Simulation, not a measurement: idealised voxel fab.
voxel self aligned contacts: a process module
The cross-section on display is named cut; it measures 205 nm wide, and its cells are 5 nm squares.
How to read a cross-section here: the picture is a grid of square cells, written as bands going from the top down, and any band can span one or more rows of cells.
Top, bottom (nm), then materials left to right with widths (nm); lone material tagged "everywhere" fills the whole band edge to edge; "blank" = empty space.
Counting heights begins at 0, where everything beneath is, in the wafer as received, one material. The lowest band has no bottom; it goes on downwards, as "0 -> down" shows.
A width given as "30..40" starts at the first number in the band's top row and ends at the second number in its bottom row, shifting by an equal amount at every step from row to row.
You'll sometimes find "remained unchanged" written for a step, and that's the way of saying that nowhere in the cross-section did a cell change during that step.
Closed empty spaces (no open way to the top) of 8 cells or more are what "Cavities, closed" lists, each as width x height at distance from the left edge, nm for all three.
What comes after the settings on a step's line is commentary from the simulator itself on that step.
For masked steps, "overlay nm" on the step line gives how far right of plan the mask actually lay; a minus sign means it lay to the left.
**The planned process steps are enumerated hereunder**
step 1: RECEIVE with material Si
step 2: OXIDIZE with depth nm 5
step 3: DIRECTIONAL_DEP with material polySi, thk nm 20
step 4: DIRECTIONAL_DEP with material SiN, thk nm 25
step 5: MASKED_ETCH with tone cover, mask id GATE, width nm 30, pitch nm 65, etch materials SiN, depth nm 25, overlay nm 0
step 6: MASKED_ETCH with tone cover, mask id GATE, width nm 30, pitch nm 65, etch materials polySi, depth nm 20, overlay nm 0
step 7: CONFORMAL_DEP with material SiN, thk nm 10
step 8: DIRECTIONAL_ETCH with etch materials SiN, depth nm 10
step 9: FILL_DEP with material SiO2, thk nm 20
step 10: CMP with height nm 55
step 11: DIRECTIONAL_DEP with material aC, thk nm 15
step 12: PATTERN with tone open, mask id CONTACT, material resist, width nm 45, thk nm 30, overlay nm 0
step 13: DIRECTIONAL_ETCH with etch materials aC, depth nm 15
step 14: STRIP with etch materials resist
step 15: DIRECTIONAL_ETCH with etch materials SiO2, depth nm 60
step 16: STRIP with etch materials aC
step 17: CONFORMAL_DEP with material TiN, thk nm 5
step 18: FILL_DEP with material Ru, thk nm 5
step 19: CMP with height nm 55
step 20: CONFORMAL_DEP with material SiCN, thk nm 5
**as received, after step 1**
0 -> down = Si everywhere
Cavities, closed: none
**The plan above was carried out on the starting structure above with one mistake, and this cross-section shows the wafer at the end of the module**
60 -> 55 = SiCN everywhere
55 -> 45 = SiO2 (80), then TiN (5..20), then Ru (35..5), then TiN (5..20), then SiO2 (80)
45 -> 20 = SiO2 (45), then SiN (50), then TiN (5), then Ru (5), then TiN (5), then SiN (50), then SiO2 (45)
20 -> 10 = SiO2 (45), then SiN (10), then polySi (30), then SiN (10), then TiN (5), then Ru (5), then TiN (5), then SiN (10), then polySi (30), then SiN (10), then SiO2 (45)
10 -> 5 = SiO2 (45), then SiN (10), then polySi (30), then SiN (10), then TiN (15), then SiN (10), then polySi (30), then SiN (10), then SiO2 (45)
5 -> 0 = polySi everywhere
0 -> -5 = SiO2 everywhere
-5 -> down = Si everywhere
Cavities, closed: none
Nonconformance to the process plan: heads up, step 6 didn't go per plan, it actually ran as MASKED_ETCH with tone cover, mask id GATE, width nm 30, pitch nm 65, etch materials polySi, depth nm 15, overlay nm 0
